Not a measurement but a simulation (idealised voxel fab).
process module | voxel double patterning
cross-section cut | 280 nm wide | cells 5 nm
A cross-section is a grid of square cells, given in bands from the top down. A band is one or more rows of cells.
Each band's line starts with the height of the band's top and of its bottom, in nm. Then come its materials from left to right, each with its width in nm. One material with "throughout" fills the band from edge to edge. "air" is empty space.
Height 0 is the level under which the wafer as received is all one material. The lowest band goes on downwards, as in "0 down".
A width such as "30 to 40" changes by the same amount from each row of cells to the next, from the band's top row to its bottom row.
"no change" after a step means that no cell of the cross-section changed.
closed voids: empty space of 8 cells or more with no open way to the top, each as width x height at its distance from the left edge, in nm
after a step's settings: what the simulator itself notes on the step
overlay nm, on a step with a mask: how far to the right of its planned place the mask lay; to the left if negative
plan
1 op RECEIVE | material Si
2 op CONFORMAL_DEP | material SiO2 | thk nm 5
3 op DIRECTIONAL_DEP | material W | thk nm 10
4 op DIRECTIONAL_DEP | material SiN | thk nm 10
5 op MASKED_ETCH | tone open | mask id FIRST | width nm 15 | pitch nm 50 | etch materials SiN | depth nm 10 | overlay nm 0
6 op PATTERN | tone open | mask id SECOND | material resist | width nm 15 | pitch nm 50 | thk nm 15 | overlay nm -15
7 op DIRECTIONAL_ETCH | etch materials SiN | depth nm 10
8 op STRIP | etch materials resist
9 op DIRECTIONAL_ETCH | etch materials W | depth nm 10
10 op STRIP | etch materials SiN
varied across the wafers: overlay nm of step 6. The plan shows the first wafer's value. All wafers start alike
first wafer as received, after step 1
  0 down: Si throughout
  closed voids: none
first wafer at the end, after step 10
  15 to 5: W 80 | air 25 | W 25 | air 25 | W 25 | air 15 | W 85
  5 to 0: SiO2 throughout
  0 down: Si throughout
  closed voids: none
last wafer at the end
  15 to 5: W 80 | air 15 | W 25 | air 25 | W 25 | air 25 | W 85
  5 to 0: SiO2 throughout
  0 down: Si throughout
  closed voids: none
each wafer at the end: cells of each material gained (+) or lost (-) since it was received, then its closed voids
overlay nm -15 | +56 SiO2 | +86 W | closed voids: none
overlay nm -10 | +56 SiO2 | +82 W | closed voids: none
overlay nm -5 | +56 SiO2 | +82 W | closed voids: none
overlay nm 0 | +56 SiO2 | +82 W | closed voids: none
overlay nm 5 | +56 SiO2 | +82 W | closed voids: none
overlay nm 10 | +56 SiO2 | +82 W | closed voids: none
overlay nm 15 | +56 SiO2 | +86 W | closed voids: none
